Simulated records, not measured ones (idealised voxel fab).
Herein follows the process module entitled voxel self aligned vias.
Section cut is 300 nm wide and gridded with 5 nm square cells.
This document writes a cross-section as a grid whose cells are square, and gives it as bands, listed from the top down; one or more rows of cells form a band.
Per band: top height and bottom height in nm, followed by the left-to-right materials and their widths in nm; "edge to edge" marks a single material spanning edge to edge, "blank" marks empty space.
Heights from 0 (as-received wafer is one material below). Bottom band endless downward, as "0 down".
Graded width ("30 to 40"): value in top row of band = first number; value in bottom row = second number; row-to-row change constant.
It should be understood that the words "remained the same", when stated for a given step, signify that the cross-section underwent no change in any of its cells during that step.
Closed empty spaces (no open way to the top) of 8 cells or more are what "Enclosed void entries" lists, each as width x height at distance from the left edge, nm for all three.
Text after the settings on a step's line: the simulator's own remark on that step.
overlay nm: right-of-plan distance of the mask on a masked step; negative values mean left-of-plan.

**Steps in the process plan**
1: RECEIVE (material Si)
2: CONFORMAL_DEP (material SiO2; thk nm 10)
3: CONFORMAL_DEP (material SiCN; thk nm 5)
4: DIRECTIONAL_DEP (material lowk; thk nm 20)
5: DIRECTIONAL_DEP (material aC; thk nm 15)
6: PATTERN (tone open; mask id LINES; material resist; width nm 25; pitch nm 50; thk nm 35; overlay nm 0)
7: DIRECTIONAL_ETCH (etch materials aC; depth nm 15)
8: STRIP (etch materials resist)
9: DIRECTIONAL_ETCH (etch materials lowk; depth nm 20)
10: STRIP (etch materials aC)
11: CONFORMAL_DEP (material TiN; thk nm 5)
12: FILL_DEP (material W; thk nm 5)
13: CMP (height nm 35)
14: SELECTIVE_ETCH (etch materials W Ru TiN; depth nm 5)
15: FILL_DEP (material SiN; thk nm 5)
16: CMP (height nm 35)
17: DIRECTIONAL_DEP (material lowk; thk nm 15)
18: DIRECTIONAL_DEP (material aC; thk nm 10)
19: PATTERN (tone open; mask id VIAS; material resist; width nm 35; thk nm 30; overlay nm 0)
20: DIRECTIONAL_ETCH (etch materials aC; depth nm 10)
21: STRIP (etch materials resist)
22: DIRECTIONAL_ETCH (etch materials lowk; depth nm 15)
23: DIRECTIONAL_ETCH (etch materials SiN; depth nm 5)
24: STRIP (etch materials aC)
25: CONFORMAL_DEP (material TiN; thk nm 5)
26: FILL_DEP (material Cu; thk nm 5)
27: CMP (height nm 50)
28: CONFORMAL_DEP (material SiN; thk nm 5)

**Cross-sectional view of the wafer in its as-received condition, corresponding to the state after step 1**
* 0 down  Si edge to edge
* Enclosed void entries: none

**first wafer at the end, as planned**
* 55 to 50  SiN edge to edge
* 50 to 40  105 nm lowk | 5 nm TiN | 25 nm Cu | 5 nm TiN | 160 nm lowk
* 40 to 35  105 nm lowk | 10 nm TiN | 15 nm Cu | 10 nm TiN | 160 nm lowk
* 35 to 30  110 nm lowk | 25 nm TiN | 25 nm lowk | 25 nm SiN | 115 nm lowk
* 30 to 20  110 nm lowk | 5 nm TiN | 15 nm W | 5 nm TiN | 25 nm lowk | 5 nm TiN | 15 nm W | 5 nm TiN | 115 nm lowk
* 20 to 15  110 nm lowk | 25 nm TiN | 25 nm lowk | 25 nm TiN | 115 nm lowk
* 15 to 10  SiCN edge to edge
* 10 to 0  SiO2 edge to edge
* 0 down  Si edge to edge
* Enclosed void entries: none

**End of module, second wafer, cross-section. Started like the first, planned like the first, run with one mistake**
* 55 to 50  SiN edge to edge
* 50 to 40  105 nm lowk | 5 nm TiN | 25 nm Cu | 5 nm TiN | 160 nm lowk
* 40 to 35  105 nm lowk | 5 nm TiN | 15 nm Cu | 15 nm TiN | 160 nm lowk
* 35 to 30  105 nm lowk | 25 nm TiN | 25 nm lowk | 25 nm SiN | 120 nm lowk
* 30 to 20  105 nm lowk | 5 nm TiN | 15 nm W | 5 nm TiN | 25 nm lowk | 5 nm TiN | 15 nm W | 5 nm TiN | 120 nm lowk
* 20 to 15  105 nm lowk | 25 nm TiN | 25 nm lowk | 25 nm TiN | 120 nm lowk
* 15 to 10  SiCN edge to edge
* 10 to 0  SiO2 edge to edge
* 0 down  Si edge to edge
* Enclosed void entries: none
It is concluded that the wafer was processed incorrectly with respect to the plan, in that not per plan at step 6, really ran PATTERN (tone open; mask id LINES; material resist; width nm 25; pitch nm 50; thk nm 35; overlay nm -5)
End check, second vs first wafer: material counts in cells match, positions do not.
